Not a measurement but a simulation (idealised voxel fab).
The following process module bears the name voxel wiring stack.
The cross-section shown here is cut; it is 210 nm wide and divided into square cells measuring 5 nm on a side.
Cross-section format: a grid of square cells, given as bands from top to bottom; each band is one or more rows of cells.
Basically the band line says how high the top is and how high the bottom is, in nm, and then what's in it from left to right, every material with its width in nm. Empty space shows up as "empty", and if a single material carries "everywhere" it runs the full band edge to edge.
Heights from 0 (as-received wafer is one material below). Bottom band endless downward, as "top 0, no bottom".
A width given as "30->40" starts at the first number in the band's top row and ends at the second number in its bottom row, shifting by an equal amount at every step from row to row.
Step note "changes: none" = no cross-section cell changed.
This entry, "Entrapped voids", enumerates those empty regions of no fewer than 8 cells that possess no open connection to the top. Each region is reported in the form width x height at distance, the distance being taken from the left edge, with all three quantities expressed in nm.
On each step's line, the part that comes after the settings is the simulator's own comment on the step.
overlay nm: step with mask; distance mask lay right of planned place; negative value = left of planned place.

[Below is the list of planned process steps]
1: RECEIVE | material Si
2: CONFORMAL_DEP | material SiO2 | thk nm 15
3: DIRECTIONAL_DEP | material TiN | thk nm 5
4: DIRECTIONAL_DEP | material W | thk nm 25
5: DIRECTIONAL_DEP | material aC | thk nm 10
6: PATTERN | tone cover | mask id METAL_1 | material resist | width nm 30 | pitch nm 50 | thk nm 30 | overlay nm 0
7: DIRECTIONAL_ETCH | etch materials aC | depth nm 10
8: STRIP | etch materials resist
9: DIRECTIONAL_ETCH | etch materials W | depth nm 25
10: DIRECTIONAL_ETCH | etch materials TiN | depth nm 5
11: STRIP | etch materials aC
12: CONFORMAL_DEP | material SiCN | thk nm 5
13: FILL_DEP | material lowk | thk nm 10
14: CMP | height nm 45
15: CONFORMAL_DEP | material SiCN | thk nm 5
16: DIRECTIONAL_DEP | material lowk | thk nm 20
17: DIRECTIONAL_DEP | material aC | thk nm 10
18: PATTERN | tone open | mask id PLUG_1 | material resist | width nm 15 | pitch nm 100 | thk nm 25 | overlay nm 0
19: DIRECTIONAL_ETCH | etch materials aC | depth nm 10
20: STRIP | etch materials resist
21: DIRECTIONAL_ETCH | etch materials lowk | depth nm 20
22: DIRECTIONAL_ETCH | etch materials SiCN | depth nm 5
23: STRIP | etch materials aC
24: EPI | material Ru | thk nm 10
25: EPI | material Ru | thk nm 10
26: EPI | material Ru | thk nm 5
27: CONFORMAL_DEP | material SiCN | thk nm 5
28: DIRECTIONAL_DEP | material SiO2 | thk nm 25
29: PATTERN | tone open | mask id METAL_2 | material resist | width nm 30 | pitch nm 50 | thk nm 20 | overlay nm 0
30: DIRECTIONAL_ETCH | etch materials SiO2 | depth nm 25
31: DIRECTIONAL_ETCH | etch materials SiCN | depth nm 5
32: STRIP | etch materials resist
33: CONFORMAL_DEP | material TiN | thk nm 5
34: FILL_DEP | material Ru | thk nm 10
35: CMP | height nm 100
36: CONFORMAL_DEP | material SiCN | thk nm 5
37: DIRECTIONAL_DEP | material SiO2 | thk nm 30
38: PATTERN | tone open | mask id METAL_3 | material resist | width nm 30 | pitch nm 50 | thk nm 20 | overlay nm 0
39: DIRECTIONAL_ETCH | etch materials SiO2 | depth nm 20
40: STRIP | etch materials resist
41: MASKED_ETCH | tone open | mask id METAL_3_HOLES | width nm 15 | pitch nm 50 | etch materials SiO2 | depth nm 10 | overlay nm 0
42: MASKED_ETCH | tone open | mask id METAL_3_HOLES | width nm 15 | pitch nm 50 | etch materials SiCN | depth nm 5 | overlay nm 0
43: CONFORMAL_DEP | material TiN | thk nm 5
44: FILL_DEP | material Cu | thk nm 5
45: CMP | height nm 135
46: CONFORMAL_DEP | material SiCN | thk nm 5

[The following pertains to the first of two wafers, which was processed as planned]

[Incoming wafer, cross-sectional view, post step 1]
- top 0, no bottom | Si everywhere
- Entrapped voids: none

[Sectional view: wafer, after step 2]
- top 15, bottom 0 | SiO2 everywhere
- below 0: unchanged

[Sectional view: wafer, after step 3]
- top 20, bottom 15 | TiN everywhere
- below 15: unchanged

[Sectional view: wafer, after step 4]
- top 45, bottom 20 | W everywhere
- below 20: unchanged

[Sectional view: wafer, after step 5]
- top 55, bottom 45 | aC everywhere
- below 45: unchanged

[Sectional view: wafer, after step 6]
- top 85, bottom 55 | empty=40  resist=30  empty=20  resist=30  empty=20  resist=30  empty=40
- below 55: unchanged

[Sectional view: wafer, after step 7]
- top 75, bottom 55 | empty=40  resist=30  empty=20  resist=30  empty=20  resist=30  empty=40
- top 55, bottom 45 | empty=40  aC=30  empty=20  aC=30  empty=20  aC=30  empty=40
- below 45: unchanged

[Sectional view: wafer, after step 8]
- top 55, bottom 45 | empty=40  aC=30  empty=20  aC=30  empty=20  aC=30  empty=40
- below 45: unchanged

[Sectional view: wafer, after step 9]
- top 55, bottom 45 | empty=40  aC=30  empty=20  aC=30  empty=20  aC=30  empty=40
- top 45, bottom 20 | empty=40  W=30  empty=20  W=30  empty=20  W=30  empty=40
- below 20: unchanged

[Sectional view: wafer, after step 10]
- top 55, bottom 45 | empty=40  aC=30  empty=20  aC=30  empty=20  aC=30  empty=40
- top 45, bottom 20 | empty=40  W=30  empty=20  W=30  empty=20  W=30  empty=40
- top 20, bottom 15 | empty=40  TiN=30  empty=20  TiN=30  empty=20  TiN=30  empty=40
- below 15: unchanged

[Sectional view: wafer, after step 11]
- top 45, bottom 20 | empty=40  W=30  empty=20  W=30  empty=20  W=30  empty=40
- below 20: unchanged

[Sectional view: wafer, after step 12]
- top 50, bottom 45 | empty=35  SiCN=40  empty=10  SiCN=40  empty=10  SiCN=40  empty=35
- top 45, bottom 20 | empty=35  SiCN=5  W=30  SiCN=5  empty=10  SiCN=5  W=30  SiCN=5  empty=10  SiCN=5  W=30  SiCN=5  empty=35
- top 20, bottom 15 | SiCN=40  TiN=30  SiCN=20  TiN=30  SiCN=20  TiN=30  SiCN=40
- below 15: unchanged

[Sectional view: wafer, after step 13]
- top 60, bottom 50 | lowk everywhere
- top 50, bottom 45 | lowk=35  SiCN=40  lowk=10  SiCN=40  lowk=10  SiCN=40  lowk=35
- top 45, bottom 20 | lowk=35  SiCN=5  W=30  SiCN=5  lowk=10  SiCN=5  W=30  SiCN=5  lowk=10  SiCN=5  W=30  SiCN=5  lowk=35
- below 20: unchanged

[Sectional view: wafer, after step 14]
- top 45, bottom 20 | lowk=35  SiCN=5  W=30  SiCN=5  lowk=10  SiCN=5  W=30  SiCN=5  lowk=10  SiCN=5  W=30  SiCN=5  lowk=35
- below 20: unchanged

[Sectional view: wafer, after step 15]
- top 50, bottom 45 | SiCN everywhere
- below 45: unchanged

[Sectional view: wafer, after step 16]
- top 70, bottom 50 | lowk everywhere
- below 50: unchanged

[Sectional view: wafer, after step 17]
- top 80, bottom 70 | aC everywhere
- below 70: unchanged

[Sectional view: wafer, after step 18]
- top 105, bottom 80 | resist=40  empty=15  resist=85  empty=15  resist=55
- below 80: unchanged

[Sectional view: wafer, after step 19]
- top 95, bottom 80 | resist=40  empty=15  resist=85  empty=15  resist=55
- top 80, bottom 70 | aC=40  empty=15  aC=85  empty=15  aC=55
- below 70: unchanged

[Sectional view: wafer, after step 20]
- top 80, bottom 70 | aC=40  empty=15  aC=85  empty=15  aC=55
- below 70: unchanged

[Sectional view: wafer, after step 21]
- top 80, bottom 70 | aC=40  empty=15  aC=85  empty=15  aC=55
- top 70, bottom 50 | lowk=40  empty=15  lowk=85  empty=15  lowk=55
- below 50: unchanged

[Sectional view: wafer, after step 22]
- top 80, bottom 70 | aC=40  empty=15  aC=85  empty=15  aC=55
- top 70, bottom 50 | lowk=40  empty=15  lowk=85  empty=15  lowk=55
- top 50, bottom 45 | SiCN=40  empty=15  SiCN=85  empty=15  SiCN=55
- below 45: unchanged

[Sectional view: wafer, after step 23]
- top 70, bottom 50 | lowk=40  empty=15  lowk=85  empty=15  lowk=55
- below 50: unchanged

[Sectional view: wafer, after step 24]
- top 70, bottom 55 | lowk=40  empty=15  lowk=85  empty=15  lowk=55
- top 55, bottom 50 | lowk=40  Ru=15  lowk=85  Ru=15  lowk=55
- top 50, bottom 45 | SiCN=40  Ru=15  SiCN=85  Ru=15  SiCN=55
- below 45: unchanged

[Sectional view: wafer, after step 25]
- top 70, bottom 65 | lowk=40  empty=15  lowk=85  empty=15  lowk=55
- top 65, bottom 50 | lowk=40  Ru=15  lowk=85  Ru=15  lowk=55
- below 50: unchanged

[Sectional view: wafer, after step 26]
- top 70, bottom 50 | lowk=40  Ru=15  lowk=85  Ru=15  lowk=55
- below 50: unchanged

[Sectional view: wafer, after step 27]
- top 75, bottom 70 | SiCN everywhere
- below 70: unchanged

[Sectional view: wafer, after step 28]
- top 100, bottom 75 | SiO2 everywhere
- below 75: unchanged

[Sectional view: wafer, after step 29]
- top 120, bottom 100 | resist=40  empty=30  resist=20  empty=30  resist=20  empty=30  resist=40
- below 100: unchanged

[Sectional view: wafer, after step 30]
- top 120, bottom 100 | resist=40  empty=30  resist=20  empty=30  resist=20  empty=30  resist=40
- top 100, bottom 75 | SiO2=40  empty=30  SiO2=20  empty=30  SiO2=20  empty=30  SiO2=40
- below 75: unchanged

[Sectional view: wafer, after step 31]
- top 120, bottom 100 | resist=40  empty=30  resist=20  empty=30  resist=20  empty=30  resist=40
- top 100, bottom 75 | SiO2=40  empty=30  SiO2=20  empty=30  SiO2=20  empty=30  SiO2=40
- top 75, bottom 70 | SiCN=40  empty=30  SiCN=20  empty=30  SiCN=20  empty=30  SiCN=40
- below 70: unchanged

[Sectional view: wafer, after step 32]
- top 100, bottom 75 | SiO2=40  empty=30  SiO2=20  empty=30  SiO2=20  empty=30  SiO2=40
- below 75: unchanged

[Sectional view: wafer, after step 33]
- top 105, bottom 100 | TiN=45  empty=20  TiN=30  empty=20  TiN=30  empty=20  TiN=45
- top 100, bottom 75 | SiO2=40  TiN=5  empty=20  TiN=5  SiO2=20  TiN=5  empty=20  TiN=5  SiO2=20  TiN=5  empty=20  TiN=5  SiO2=40
- top 75, bottom 70 | SiCN=40  TiN=30  SiCN=20  TiN=30  SiCN=20  TiN=30  SiCN=40
- below 70: unchanged

[Sectional view: wafer, after step 34]
- top 115, bottom 105 | Ru everywhere
- top 105, bottom 100 | TiN=45  Ru=20  TiN=30  Ru=20  TiN=30  Ru=20  TiN=45
- top 100, bottom 75 | SiO2=40  TiN=5  Ru=20  TiN=5  SiO2=20  TiN=5  Ru=20  TiN=5  SiO2=20  TiN=5  Ru=20  TiN=5  SiO2=40
- below 75: unchanged

[Sectional view: wafer, after step 35]
- top 100, bottom 75 | SiO2=40  TiN=5  Ru=20  TiN=5  SiO2=20  TiN=5  Ru=20  TiN=5  SiO2=20  TiN=5  Ru=20  TiN=5  SiO2=40
- below 75: unchanged

[Sectional view: wafer, after step 36]
- top 105, bottom 100 | SiCN everywhere
- below 100: unchanged

[Sectional view: wafer, after step 37]
- top 135, bottom 105 | SiO2 everywhere
- below 105: unchanged

[Sectional view: wafer, after step 38]
- top 155, bottom 135 | resist=40  empty=30  resist=20  empty=30  resist=20  empty=30  resist=40
- below 135: unchanged

[Sectional view: wafer, after step 39]
- top 155, bottom 135 | resist=40  empty=30  resist=20  empty=30  resist=20  empty=30  resist=40
- top 135, bottom 115 | SiO2=40  empty=30  SiO2=20  empty=30  SiO2=20  empty=30  SiO2=40
- below 115: unchanged

[Sectional view: wafer, after step 40]
- top 135, bottom 115 | SiO2=40  empty=30  SiO2=20  empty=30  SiO2=20  empty=30  SiO2=40
- below 115: unchanged

[Sectional view: wafer, after step 41]
- top 135, bottom 115 | SiO2=40  empty=30  SiO2=20  empty=30  SiO2=20  empty=30  SiO2=40
- top 115, bottom 105 | SiO2=40  empty=15  SiO2=35  empty=15  SiO2=35  empty=15  SiO2=55
- below 105: unchanged

[Sectional view: wafer, after step 42]
- top 135, bottom 115 | SiO2=40  empty=30  SiO2=20  empty=30  SiO2=20  empty=30  SiO2=40
- top 115, bottom 105 | SiO2=40  empty=15  SiO2=35  empty=15  SiO2=35  empty=15  SiO2=55
- top 105, bottom 100 | SiCN=40  empty=15  SiCN=35  empty=15  SiCN=35  empty=15  SiCN=55
- below 100: unchanged

[Sectional view: wafer, after step 43]
- top 140, bottom 135 | TiN=45  empty=20  TiN=30  empty=20  TiN=30  empty=20  TiN=45
- top 135, bottom 120 | SiO2=40  TiN=5  empty=20  TiN=5  SiO2=20  TiN=5  empty=20  TiN=5  SiO2=20  TiN=5  empty=20  TiN=5  SiO2=40
- top 120, bottom 115 | SiO2=40  TiN=5  empty=5  TiN=20  SiO2=20  TiN=5  empty=5  TiN=20  SiO2=20  TiN=5  empty=5  TiN=20  SiO2=40
- top 115, bottom 105 | SiO2=40  TiN=5  empty=5  TiN=5  SiO2=35  TiN=5  empty=5  TiN=5  SiO2=35  TiN=5  empty=5  TiN=5  SiO2=55
- top 105, bottom 100 | SiCN=40  TiN=15  SiCN=35  TiN=15  SiCN=35  TiN=15  SiCN=55
- below 100: unchanged

[Sectional view: wafer, after step 44]
- top 145, bottom 140 | Cu everywhere
- top 140, bottom 135 | TiN=45  Cu=20  TiN=30  Cu=20  TiN=30  Cu=20  TiN=45
- top 135, bottom 120 | SiO2=40  TiN=5  Cu=20  TiN=5  SiO2=20  TiN=5  Cu=20  TiN=5  SiO2=20  TiN=5  Cu=20  TiN=5  SiO2=40
- top 120, bottom 115 | SiO2=40  TiN=5  Cu=5  TiN=20  SiO2=20  TiN=5  Cu=5  TiN=20  SiO2=20  TiN=5  Cu=5  TiN=20  SiO2=40
- top 115, bottom 105 | SiO2=40  TiN=5  Cu=5  TiN=5  SiO2=35  TiN=5  Cu=5  TiN=5  SiO2=35  TiN=5  Cu=5  TiN=5  SiO2=55
- below 105: unchanged

[Sectional view: wafer, after step 45]
- top 135, bottom 120 | SiO2=40  TiN=5  Cu=20  TiN=5  SiO2=20  TiN=5  Cu=20  TiN=5  SiO2=20  TiN=5  Cu=20  TiN=5  SiO2=40
- below 120: unchanged

[Sectional view: wafer, after step 46]
- top 140, bottom 135 | SiCN everywhere
- below 135: unchanged

[Wafer two: like wafer one in start and plan, but with one mistake in execution; identical up to and including step 36]

[Cross-section of the second wafer when, according to plan, step 37 should have finished]
- top 125, bottom 105 | SiO2 everywhere
- below 105: unchanged

[Cross-section of the second wafer when, according to plan, step 38 should have finished]
- top 145, bottom 125 | resist=40  empty=30  resist=20  empty=30  resist=20  empty=30  resist=40
- below 125: unchanged

[Cross-section of the second wafer when, according to plan, step 39 should have finished]
- top 145, bottom 125 | resist=40  empty=30  resist=20  empty=30  resist=20  empty=30  resist=40
- top 125, bottom 105 | SiO2=40  empty=30  SiO2=20  empty=30  SiO2=20  empty=30  SiO2=40
- below 105: unchanged

[Cross-section of the second wafer when, according to plan, step 40 should have finished]
- top 125, bottom 105 | SiO2=40  empty=30  SiO2=20  empty=30  SiO2=20  empty=30  SiO2=40
- below 105: unchanged

Cross-section of the second wafer when, according to plan, step 41 should have finished: changes: none

[Cross-section of the second wafer when, according to plan, step 42 should have finished]
- top 125, bottom 105 | SiO2=40  empty=30  SiO2=20  empty=30  SiO2=20  empty=30  SiO2=40
- top 105, bottom 100 | SiCN=40  empty=15  SiCN=35  empty=15  SiCN=35  empty=15  SiCN=55
- below 100: unchanged

[Cross-section of the second wafer when, according to plan, step 43 should have finished]
- top 130, bottom 125 | TiN=45  empty=20  TiN=30  empty=20  TiN=30  empty=20  TiN=45
- top 125, bottom 110 | SiO2=40  TiN=5  empty=20  TiN=5  SiO2=20  TiN=5  empty=20  TiN=5  SiO2=20  TiN=5  empty=20  TiN=5  SiO2=40
- top 110, bottom 105 | SiO2=40  TiN=5  empty=5  TiN=20  SiO2=20  TiN=5  empty=5  TiN=20  SiO2=20  TiN=5  empty=5  TiN=20  SiO2=40
- top 105, bottom 100 | SiCN=40  TiN=15  SiCN=35  TiN=15  SiCN=35  TiN=15  SiCN=55
- below 100: unchanged

[Cross-section of the second wafer when, according to plan, step 44 should have finished]
- top 135, bottom 130 | Cu everywhere
- top 130, bottom 125 | TiN=45  Cu=20  TiN=30  Cu=20  TiN=30  Cu=20  TiN=45
- top 125, bottom 110 | SiO2=40  TiN=5  Cu=20  TiN=5  SiO2=20  TiN=5  Cu=20  TiN=5  SiO2=20  TiN=5  Cu=20  TiN=5  SiO2=40
- top 110, bottom 105 | SiO2=40  TiN=5  Cu=5  TiN=20  SiO2=20  TiN=5  Cu=5  TiN=20  SiO2=20  TiN=5  Cu=5  TiN=20  SiO2=40
- below 105: unchanged

Cross-section of the second wafer when, according to plan, step 45 should have finished: changes: none

[Cross-section of the second wafer when, according to plan, step 46 should have finished]
- top 140, bottom 135 | SiCN everywhere
- below 135: unchanged
Heads up, the wafer didn't run the way we planned it: step 37 was processed under conditions differing from the plan, specifically as DIRECTIONAL_DEP | material SiO2 | thk nm 20
Final cells, second wafer relative to first, materials higher or lower: Cu +48, SiO2 -66, TiN +18
